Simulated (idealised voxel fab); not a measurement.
A process module follows: voxel ribs on slabs.
The cross-section shown here is cut; it is 265 nm wide and divided into square cells measuring 5 nm on a side.
A cross-section in this document is a grid of square cells, and it is written down as bands, the top band listed before the ones below it; a band is made up of one or more rows of cells.
First you get the band's top height and its bottom height, in nm, and then the materials it's made of, left to right, with each width in nm. If you see a single material with "throughout", that one covers the band edge to edge. "air" is empty space.
Basically, 0 is our baseline, since under it the wafer straight out of the box is all one material. The bottom band has no lower end and keeps on going down, so it looks like "top 0, no bottom".
Per-row width for "30..40": begins at first number (top row of band), ends at second number (bottom row), increment between rows held constant.
Take "same as before" at face value: in the step it is given for, the cross-section changed in none of its cells.
"Closed internal cavities" contains a list of empty spaces, each no smaller than 8 cells and without an open way to the top, written in the form width x height at distance with the distance from the left edge and all three in nm.
Past the settings on a step's line: simulator remark, on that step.
"overlay nm" on a masked step: distance the mask lay right of its planned place, negative for left.

Steps in the process plan
step 1: RECEIVE [material Si]
step 2: DIRECTIONAL_DEP [material SiO2] [thk nm 20]
step 3: DIRECTIONAL_DEP [material SiN] [thk nm 25]
step 4: PATTERN [tone cover] [mask id RIB] [material resist] [width nm 15] [thk nm 15] [overlay nm 0]
step 5: DIRECTIONAL_ETCH [etch materials SiN] [depth nm 15]
step 6: STRIP [etch materials resist]
step 7: MASKED_ETCH [tone cover] [mask id SLAB] [width nm 65] [etch materials SiN] [depth nm 10] [overlay nm 0]
step 8: FILL_DEP [material SiO2] [thk nm 30]
step 9: CMP [height nm 65]
step 10: DIRECTIONAL_DEP [material W] [thk nm 5]
step 11: DIRECTIONAL_DEP [material aC] [thk nm 10]
step 12: PATTERN [tone cover] [mask id HEATER] [material resist] [width nm 25] [thk nm 25] [overlay nm 0]
step 13: DIRECTIONAL_ETCH [etch materials aC] [depth nm 10]
step 14: STRIP [etch materials resist]
step 15: DIRECTIONAL_ETCH [etch materials W] [depth nm 5]
step 16: STRIP [etch materials aC]
step 17: CONFORMAL_DEP [material SiN] [thk nm 10]

Wafer at receipt (post step 1), cross-section
  top 0, no bottom | Si throughout
  Closed internal cavities: none

The cross-section shown corresponds to the wafer at the conclusion of the module. The initial structure and the process plan are those presented above; however, one mistake occurred in executing the plan
  top 80, bottom 75 | air: 110, then SiN: 45, then air: 110
  top 75, bottom 70 | SiN throughout
  top 70, bottom 65 | SiN: 120, then W: 25, then SiN: 120
  top 65, bottom 25 | SiO2 throughout
  top 25, bottom 0 | SiN throughout
  top 0, no bottom | Si throughout
  Closed internal cavities: none
what went wrong: steps 2 and 3 were swapped
